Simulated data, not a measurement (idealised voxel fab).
process module | voxel self aligned contacts
cross-section cut | 300 nm wide | cells 5 nm
A cross-section is a grid of square cells, given in bands from the top down. A band is one or more rows of cells.
Each band's line starts with the height of the band's top and of its bottom, in nm. Then come its materials from left to right, each with its width in nm. One material with "throughout" fills the band from edge to edge. "air" is empty space.
Height 0 is the level under which the wafer as received is all one material. The lowest band goes on downwards, as in "0 down".
A width such as "30 to 40" changes by the same amount from each row of cells to the next, from the band's top row to its bottom row.
"no change" after a step means that no cell of the cross-section changed.
closed voids: empty space of 8 cells or more with no open way to the top, each as width x height at its distance from the left edge, in nm
after a step's settings: what the simulator itself notes on the step
overlay nm, on a step with a mask: how far to the right of its planned place the mask lay; to the left if negative
plan
1 op RECEIVE | material Si
2 op CONFORMAL_DEP | material SiO2 | thk nm 5
3 op DIRECTIONAL_DEP | material polySi | thk nm 20
4 op DIRECTIONAL_DEP | material SiN | thk nm 15
5 op PATTERN | tone cover | mask id GATE | material resist | width nm 25 | pitch nm 60 | thk nm 15 | overlay nm 0
6 op DIRECTIONAL_ETCH | etch materials SiN | depth nm 15
7 op DIRECTIONAL_ETCH | etch materials polySi | depth nm 20
8 op STRIP | etch materials resist
9 op CONFORMAL_DEP | material SiN | thk nm 5
10 op DIRECTIONAL_ETCH | etch materials SiN | depth nm 5
11 op FILL_DEP | material SiO2 | thk nm 15
12 op CMP | height nm 50
13 op PATTERN | tone open | mask id CONTACT | material resist | width nm 45 | pitch nm 60 | thk nm 15 | overlay nm 0
14 op DIRECTIONAL_ETCH | etch materials SiO2 | depth nm 50
15 op STRIP | etch materials resist
16 op CONFORMAL_DEP | material TiN | thk nm 5
17 op FILL_DEP | material W | thk nm 10
18 op CMP | height nm 50
19 op CONFORMAL_DEP | material SiCN | thk nm 5
as received, after step 1
  0 down: Si throughout
  closed voids: none
a wafer at the end: this start, this plan, one mistake
  55 to 50: SiCN throughout
  50 to 40: SiO2 95 | TiN 5 to 15 | SiN 35 to 15 | TiN 5 to 15 | SiO2 15 | TiN 5 to 15 | SiN 35 to 15 | TiN 5 to 15 | SiO2 100
  40 to 25: SiO2 70 | SiN 35 | TiN 5 | SiN 15 | TiN 5 | SiN 35 | TiN 5 | SiN 15 | TiN 5 | SiN 35 | SiO2 75
  25 to 5: SiO2 70 | SiN 5 | polySi 25 | SiN 5 | TiN 5 | SiN 15 | TiN 5 | SiN 5 | polySi 25 | SiN 5 | TiN 5 | SiN 15 | TiN 5 | SiN 5 | polySi 25 | SiN 5 | SiO2 75
  5 to 0: SiO2 105 | TiN 25 | SiO2 35 | TiN 25 | SiO2 110
  0 down: Si throughout
  closed voids: none
what went wrong: step 17 ran as: op FILL_DEP | material SiN | thk nm 10
